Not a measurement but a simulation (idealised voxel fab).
The following is a process module called voxel ribs on slabs.
Square cell edge 5 nm, section width 290 nm, ID cut.
Format of a cross-section: grid, square cells. Given as bands. Order: top down. Band: one or more rows of cells. Band: top height; bottom height; in nm. Then, left to right: material with width in nm, for each material. "all across": a single material spanning edge to edge. "empty": empty space. A quick word on heights: they are counted from 0, and under that level the wafer as it came to us is one material throughout. The lowest band is different from the rest in having no bottom; it simply continues downward, written as in "0..down". When a width is written as two numbers, as in "30->40", the first number is the width in the top row of cells of the band and the second is the width in its bottom row, and the width changes by the same amount from each row to the next. No cell of the cross-section changed in a step that is given as "no modifications". What "Enclosed void list" gives you is every empty space of 8 cells or more that is cut off from the top. Each appears as width x height at distance, with the distance taken from the left edge and width, height and distance all in nm. Whatever follows a step's settings on its line is a remark the simulator itself makes about that step. The optional step-line setting "overlay nm" applies to steps with a mask and quantifies how far to the right of its planned location the mask lay, a negative value indicating leftward placement.
## Below is the list of planned process steps
1: RECEIVE, material Si
2: DIRECTIONAL_DEP, material SiO2, thk nm 30
3: DIRECTIONAL_DEP, material SiN, thk nm 15
4: MASKED_ETCH, tone cover, mask id RIB, width nm 25, etch materials SiN, depth nm 10, overlay nm 0
5: MASKED_ETCH, tone cover, mask id SLAB, width nm 65, etch materials SiN, depth nm 5, overlay nm 0
6: FILL_DEP, material SiO2, thk nm 15
7: CMP, height nm 55
8: DIRECTIONAL_DEP, material TiN, thk nm 10
9: DIRECTIONAL_DEP, material aC, thk nm 10
10: PATTERN, tone cover, mask id HEATER, material resist, width nm 35, thk nm 25, overlay nm 0
11: DIRECTIONAL_ETCH, etch materials aC, depth nm 10
12: STRIP, etch materials resist
13: DIRECTIONAL_ETCH, etch materials TiN, depth nm 10
14: STRIP, etch materials aC
15: CONFORMAL_DEP, material SiO2, thk nm 5
## Step 1 complete: cross-section of the wafer as received
    0..down | Si all across
    Enclosed void list: none
## Cross-section at module end, one run error; start and plan unchanged from above
    60..55 | 120 empty, 45 SiO2, 125 empty
    55..50 | 120 empty, 5 SiO2, 35 TiN, 5 SiO2, 125 empty
    50..45 | 125 SiO2, 35 TiN, 130 SiO2
    45..35 | 130 SiO2, 25 SiN, 135 SiO2
    35..30 | 110 SiO2, 65 SiN, 115 SiO2
    30..0 | SiO2 all across
    0..down | Si all across
    Enclosed void list: none
Run error: not per plan at step 7, really ran CMP, height nm 45
